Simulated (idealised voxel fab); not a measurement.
process module | voxel released beams
cross-section cut | 220 nm wide | cells 5 nm
A cross-section is a grid of square cells, given in bands from the top down. A band is one or more rows of cells.
Each band's line starts with the height of the band's top and of its bottom, in nm. Then come its materials from left to right, each with its width in nm. One material with "throughout" fills the band from edge to edge. "air" is empty space.
Height 0 is the level under which the wafer as received is all one material. The lowest band goes on downwards, as in "0 down".
A width such as "30 to 40" changes by the same amount from each row of cells to the next, from the band's top row to its bottom row.
"no change" after a step means that no cell of the cross-section changed.
closed voids: empty space of 8 cells or more with no open way to the top, each as width x height at its distance from the left edge, in nm
after a step's settings: what the simulator itself notes on the step
overlay nm, on a step with a mask: how far to the right of its planned place the mask lay; to the left if negative
plan
1 op RECEIVE | material Si
2 op CONFORMAL_DEP | material SiN | thk nm 5
3 op DIRECTIONAL_DEP | material SiO2 | thk nm 15
4 op PATTERN | tone open | mask id ANCHOR | material resist | width nm 35 | thk nm 20 | overlay nm 0
5 op DIRECTIONAL_ETCH | etch materials SiO2 | depth nm 15
6 op STRIP | etch materials resist
7 op CONFORMAL_DEP | material TiN | thk nm 10
8 op MASKED_ETCH | tone cover | mask id BEAM | width nm 105 | etch materials TiN | depth nm 10 | overlay nm 0
9 op STRIP | etch materials SiO2
first wafer, as planned
as received, after step 1
  0 down: Si throughout
  closed voids: none
after step 2
  5 to 0: SiN throughout
  below 0: unchanged
after step 3
  20 to 5: SiO2 throughout
  below 5: unchanged
after step 4
  40 to 20: resist 60 | air 35 | resist 125
  below 20: unchanged
after step 5
  40 to 20: resist 60 | air 35 | resist 125
  20 to 5: SiO2 60 | air 35 | SiO2 125
  below 5: unchanged
after step 6
  20 to 5: SiO2 60 | air 35 | SiO2 125
  below 5: unchanged
after step 7
  30 to 20: TiN 70 | air 15 | TiN 135
  20 to 15: SiO2 60 | TiN 10 | air 15 | TiN 10 | SiO2 125
  15 to 5: SiO2 60 | TiN 35 | SiO2 125
  below 5: unchanged
after step 8
  30 to 20: air 55 | TiN 15 | air 15 | TiN 75 | air 60
  below 20: unchanged
after step 9
  30 to 20: air 55 | TiN 15 | air 15 | TiN 75 | air 60
  20 to 15: air 60 | TiN 10 | air 15 | TiN 10 | air 125
  15 to 5: air 60 | TiN 35 | air 125
  below 5: unchanged
second wafer: like start, like plan, one mistake. Through step 7 it matches the first wafer
when step 8 should have ended
  30 to 20: TiN 55 | air 105 | TiN 60
  20 to 5: SiO2 60 | TiN 10 | air 15 | TiN 10 | SiO2 125
  below 5: unchanged
when step 9 should have ended
  20 to 5: air 60 | TiN 10 | air 15 | TiN 10 | air 125
  below 5: unchanged
what went wrong: step 8 ran as: op MASKED_ETCH | tone open | mask id BEAM | width nm 105 | etch materials TiN | depth nm 10 | overlay nm 0
at the end the second wafer has, in cells: 42 fewer of TiN
